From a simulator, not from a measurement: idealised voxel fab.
Process module under the name voxel air gaps
Xsec cut, 255 nm wide, square cell size 5 nm.
Reading order for cross-sections: top band down to bottom band. Underlying form: a grid of square cells. Band size: one or more rows of cells. For a band, the entry starts with two heights in nm, that of the top and then that of the bottom, and carries on with the band's materials in order from left to right, each alongside its width in nm; the word "everywhere" beside a single material means it fills the band edge to edge, and "blank" means empty space. Where do heights start? At 0: under that level the wafer as delivered is made of one material only. And the lowest band has no floor; it just carries on downward, as in "0 nm and below". The expression "30..40" gives the width at the extremes of the band, the first number at its top row of cells and the second at its bottom row, with the width changing by equal amounts from each row to the next in between. Any step labelled "no alterations made" changed none of the cells in the cross-section. If an empty space has no open way to the top and is at least 8 cells in size, "Enclosed void entries" lists it, written width x height at distance, where distance is measured from the left edge and every value is in nm. Note: text after step settings on the step line = simulator remark on that step. What "overlay nm" on a step's line means: if the step has a mask, that mask lay this far to the right of its planned place, or, when the value is negative, to the left.
**plan**
1. RECEIVE | material Si
2. CONFORMAL_DEP | material SiO2 | thk nm 15
3. CONFORMAL_DEP | material SiN | thk nm 5
4. DIRECTIONAL_DEP | material lowk | thk nm 35
5. DIRECTIONAL_DEP | material aC | thk nm 10
6. PATTERN | tone open | mask id LINES | material resist | width nm 25 | pitch nm 55 | thk nm 25 | overlay nm 0
7. DIRECTIONAL_ETCH | etch materials aC | depth nm 10
8. STRIP | etch materials resist
9. DIRECTIONAL_ETCH | etch materials lowk | depth nm 35
10. STRIP | etch materials aC
11. CONFORMAL_DEP | material TiN | thk nm 5
12. FILL_DEP | material W | thk nm 5
13. CMP | height nm 55
14. EPI | material Ru | thk nm 10
15. SELECTIVE_ETCH | etch materials lowk | depth nm 45
16. CONFORMAL_DEP | material SiN | thk nm 5
**On the first of the two wafers: run conducted according to plan**
**Here's what the wafer looked like in cross-section when it arrived - that's after step 1**
    0 nm and below  Si everywhere
    Enclosed void entries: none
**After step 2: wafer cross-section**
    15 nm to 0 nm  SiO2 everywhere
    Below 0 it's all the same as before, nothing changed down there.
**After step 3: wafer cross-section**
    20 nm to 15 nm  SiN everywhere
    Below 15 it's all the same as before, nothing changed down there.
**After step 4: wafer cross-section**
    55 nm to 20 nm  lowk everywhere
    Below 20 it's all the same as before, nothing changed down there.
**After step 5: wafer cross-section**
    65 nm to 55 nm  aC everywhere
    Below 55 it's all the same as before, nothing changed down there.
**After step 6: wafer cross-section**
    90 nm to 65 nm  60 nm resist / 25 nm blank / 30 nm resist / 25 nm blank / 30 nm resist / 25 nm blank / 60 nm resist
    Below 65 it's all the same as before, nothing changed down there.
**After step 7: wafer cross-section**
    80 nm to 65 nm  60 nm resist / 25 nm blank / 30 nm resist / 25 nm blank / 30 nm resist / 25 nm blank / 60 nm resist
    65 nm to 55 nm  60 nm aC / 25 nm blank / 30 nm aC / 25 nm blank / 30 nm aC / 25 nm blank / 60 nm aC
    Below 55 it's all the same as before, nothing changed down there.
**After step 8: wafer cross-section**
    65 nm to 55 nm  60 nm aC / 25 nm blank / 30 nm aC / 25 nm blank / 30 nm aC / 25 nm blank / 60 nm aC
    Below 55 it's all the same as before, nothing changed down there.
**After step 9: wafer cross-section**
    65 nm to 55 nm  60 nm aC / 25 nm blank / 30 nm aC / 25 nm blank / 30 nm aC / 25 nm blank / 60 nm aC
    55 nm to 20 nm  60 nm lowk / 25 nm blank / 30 nm lowk / 25 nm blank / 30 nm lowk / 25 nm blank / 60 nm lowk
    Below 20 it's all the same as before, nothing changed down there.
**After step 10: wafer cross-section**
    55 nm to 20 nm  60 nm lowk / 25 nm blank / 30 nm lowk / 25 nm blank / 30 nm lowk / 25 nm blank / 60 nm lowk
    Below 20 it's all the same as before, nothing changed down there.
**After step 11: wafer cross-section**
    60 nm to 55 nm  65 nm TiN / 15 nm blank / 40 nm TiN / 15 nm blank / 40 nm TiN / 15 nm blank / 65 nm TiN
    55 nm to 25 nm  60 nm lowk / 5 nm TiN / 15 nm blank / 5 nm TiN / 30 nm lowk / 5 nm TiN / 15 nm blank / 5 nm TiN / 30 nm lowk / 5 nm TiN / 15 nm blank / 5 nm TiN / 60 nm lowk
    25 nm to 20 nm  60 nm lowk / 25 nm TiN / 30 nm lowk / 25 nm TiN / 30 nm lowk / 25 nm TiN / 60 nm lowk
    Below 20 it's all the same as before, nothing changed down there.
**After step 12: wafer cross-section**
    65 nm to 60 nm  W everywhere
    60 nm to 55 nm  65 nm TiN / 15 nm W / 40 nm TiN / 15 nm W / 40 nm TiN / 15 nm W / 65 nm TiN
    55 nm to 25 nm  60 nm lowk / 5 nm TiN / 15 nm W / 5 nm TiN / 30 nm lowk / 5 nm TiN / 15 nm W / 5 nm TiN / 30 nm lowk / 5 nm TiN / 15 nm W / 5 nm TiN / 60 nm lowk
    Below 25 it's all the same as before, nothing changed down there.
**After step 13: wafer cross-section**
    55 nm to 25 nm  60 nm lowk / 5 nm TiN / 15 nm W / 5 nm TiN / 30 nm lowk / 5 nm TiN / 15 nm W / 5 nm TiN / 30 nm lowk / 5 nm TiN / 15 nm W / 5 nm TiN / 60 nm lowk
    Below 25 it's all the same as before, nothing changed down there.
**After step 14: wafer cross-section**
    65 nm to 55 nm  50 nm blank / 45 nm Ru / 10 nm blank / 45 nm Ru / 10 nm blank / 45 nm Ru / 50 nm blank
    Below 55 it's all the same as before, nothing changed down there.
**After step 15: wafer cross-section**
    65 nm to 55 nm  50 nm blank / 45 nm Ru / 10 nm blank / 45 nm Ru / 10 nm blank / 45 nm Ru / 50 nm blank
    55 nm to 25 nm  60 nm blank / 5 nm TiN / 15 nm W / 5 nm TiN / 30 nm blank / 5 nm TiN / 15 nm W / 5 nm TiN / 30 nm blank / 5 nm TiN / 15 nm W / 5 nm TiN / 60 nm blank
    25 nm to 20 nm  60 nm blank / 25 nm TiN / 30 nm blank / 25 nm TiN / 30 nm blank / 25 nm TiN / 60 nm blank
    Below 20 it's all the same as before, nothing changed down there.
**After step 16: wafer cross-section**
    70 nm to 65 nm  45 nm blank / 165 nm SiN / 45 nm blank
    65 nm to 55 nm  45 nm blank / 5 nm SiN / 45 nm Ru / 10 nm SiN / 45 nm Ru / 10 nm SiN / 45 nm Ru / 5 nm SiN / 45 nm blank
    55 nm to 50 nm  45 nm blank / 15 nm SiN / 5 nm TiN / 15 nm W / 5 nm TiN / 30 nm SiN / 5 nm TiN / 15 nm W / 5 nm TiN / 30 nm SiN / 5 nm TiN / 15 nm W / 5 nm TiN / 15 nm SiN / 45 nm blank
    50 nm to 25 nm  55 nm blank / 5 nm SiN / 5 nm TiN / 15 nm W / 5 nm TiN / 5 nm SiN / 20 nm blank / 5 nm SiN / 5 nm TiN / 15 nm W / 5 nm TiN / 5 nm SiN / 20 nm blank / 5 nm SiN / 5 nm TiN / 15 nm W / 5 nm TiN / 5 nm SiN / 55 nm blank
    25 nm to 20 nm  60 nm SiN / 25 nm TiN / 30 nm SiN / 25 nm TiN / 30 nm SiN / 25 nm TiN / 60 nm SiN
    Below 20 it's all the same as before, nothing changed down there.
    Enclosed void entries: 20 x 25 at 90; 20 x 25 at 145
**Second wafer, same starting state and plan as the first, one mistake in the run, identical through step 15**
Cross-section of the second wafer corresponding to the planned conclusion of step 16: no alterations made
What was the processing mistake? step 16 in the plan did not get run; it was skipped
Final wafer comparison in cells, second versus first, more or fewer per material: -129 SiN
Closed voids, final: 2 / 0 (first wafer / second wafer).
